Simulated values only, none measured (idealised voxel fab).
Proc. module: voxel air gaps
FYI the section here is cut, 300 nm wide, cells are 5 nm squares.
Format of a cross-section: grid, square cells. Given as bands. Order: top down. Band: one or more rows of cells. Band: top and bottom heights (nm) first, top before bottom; then materials from left to right, widths in nm. "everywhere" marks a sole material filling the band edge to edge. "blank" denotes empty space. Heads up on the height convention: 0 is the point under which the incoming wafer is all one material, and the lowest band has no bottom, it just keeps going down, like "0 nm and below". A width given as "30->40" starts at the first number in the band's top row and ends at the second number in its bottom row, shifting by an equal amount at every step from row to row. Reading "nothing was modified" for a step: not a cell of the cross-section changed in it. "Closed void listing" means: voids of 8 cells or more that are shut off from the top with no open way through. Written width x height at distance, distance from the left edge, in nm. Whatever follows a step's settings on its line is a remark the simulator itself makes about that step. The "overlay nm" setting may appear on a step's line; for a step that uses a mask, it gives how far to the right of its planned position the mask lay, and a negative value indicates the left.

# Steps in the process plan
1) op RECEIVE | material Si
2) op CONFORMAL_DEP | material SiO2 | thk nm 5
3) op CONFORMAL_DEP | material SiCN | thk nm 5
4) op DIRECTIONAL_DEP | material lowk | thk nm 30
5) op PATTERN | tone open | mask id LINES | material resist | width nm 25 | pitch nm 55 | thk nm 20 | overlay nm 0
6) op DIRECTIONAL_ETCH | etch materials lowk | depth nm 30
7) op STRIP | etch materials resist
8) op CONFORMAL_DEP | material TiN | thk nm 5
9) op FILL_DEP | material W | thk nm 5
10) op CMP | height nm 50
11) op EPI | material Ru | thk nm 10
12) op SELECTIVE_ETCH | etch materials lowk | depth nm 40
13) op CONFORMAL_DEP | material SiCN | thk nm 5
The wafers in this document start out alike and differ in the thk nm applied at step 2; the plan shows the value used for the first wafer.

# Cross-section: the first of several wafers in its as-received state, i.e. following step 1
0 nm and below  Si everywhere
Closed void listing: none

# End-of-module cross-section, first of several wafers, after last step 13
65 nm to 60 nm  SiCN everywhere
60 nm to 50 nm  Ru everywhere
50 nm to 45 nm  W everywhere
45 nm to 40 nm  60 nm TiN / 15 nm W / 40 nm TiN / 15 nm W / 40 nm TiN / 15 nm W / 40 nm TiN / 15 nm W / 60 nm TiN
40 nm to 15 nm  55 nm lowk / 5 nm TiN / 15 nm W / 5 nm TiN / 30 nm lowk / 5 nm TiN / 15 nm W / 5 nm TiN / 30 nm lowk / 5 nm TiN / 15 nm W / 5 nm TiN / 30 nm lowk / 5 nm TiN / 15 nm W / 5 nm TiN / 55 nm lowk
15 nm to 10 nm  55 nm lowk / 25 nm TiN / 30 nm lowk / 25 nm TiN / 30 nm lowk / 25 nm TiN / 30 nm lowk / 25 nm TiN / 55 nm lowk
10 nm to 5 nm  SiCN everywhere
5 nm to 0 nm  SiO2 everywhere
0 nm and below  Si everywhere
Closed void listing: none

# So this is the cross-section on the last wafer at the end of the module
65 nm to 60 nm  40 nm blank / 220 nm SiCN / 40 nm blank
60 nm to 50 nm  40 nm blank / 5 nm SiCN / 45 nm Ru / 10 nm SiCN / 45 nm Ru / 10 nm SiCN / 45 nm Ru / 10 nm SiCN / 45 nm Ru / 5 nm SiCN / 40 nm blank
50 nm to 45 nm  40 nm blank / 15 nm SiCN / 5 nm TiN / 15 nm W / 5 nm TiN / 30 nm SiCN / 5 nm TiN / 15 nm W / 5 nm TiN / 30 nm SiCN / 5 nm TiN / 15 nm W / 5 nm TiN / 30 nm SiCN / 5 nm TiN / 15 nm W / 5 nm TiN / 15 nm SiCN / 40 nm blank
45 nm to 40 nm  50 nm blank / 5 nm SiCN / 5 nm TiN / 15 nm W / 5 nm TiN / 5 nm SiCN / 20 nm blank / 5 nm SiCN / 5 nm TiN / 15 nm W / 5 nm TiN / 5 nm SiCN / 20 nm blank / 5 nm SiCN / 5 nm TiN / 15 nm W / 5 nm TiN / 5 nm SiCN / 20 nm blank / 5 nm SiCN / 5 nm TiN / 15 nm W / 5 nm TiN / 5 nm SiCN / 50 nm blank
40 nm to 35 nm  55 nm SiCN / 25 nm TiN / 30 nm SiCN / 25 nm TiN / 30 nm SiCN / 25 nm TiN / 30 nm SiCN / 25 nm TiN / 55 nm SiCN
35 nm to 30 nm  SiCN everywhere
30 nm to 0 nm  SiO2 everywhere
0 nm and below  Si everywhere
Closed void listing: none

# The rows of the table below are wafers. Looking at the end of the module, a row counts, for every material, the cells the wafer has gained, shown as (+), or lost, shown as (-), since it was received; its closed voids come next
thk nm 5, +120 Ru, +120 SiCN, +60 SiO2, +108 TiN, +132 W, +240 lowk, Closed void listing: none
thk nm 10, +120 Ru, +120 SiCN, +120 SiO2, +108 TiN, +72 W, +240 lowk, Closed void listing: none
thk nm 15, +72 Ru, +216 SiCN, +180 SiO2, +60 TiN, +60 W, Closed void listing: 20 x 20 at 85; 20 x 20 at 140; 20 x 20 at 195
thk nm 20, +72 Ru, +208 SiCN, +240 SiO2, +52 TiN, +48 W, Closed void listing: 20 x 15 at 85; 20 x 15 at 140; 20 x 15 at 195
thk nm 25, +72 Ru, +200 SiCN, +300 SiO2, +44 TiN, +36 W, Closed void listing: 20 x 10 at 85; 20 x 10 at 140; 20 x 10 at 195
thk nm 30, +72 Ru, +192 SiCN, +360 SiO2, +36 TiN, +24 W, Closed void listing: none
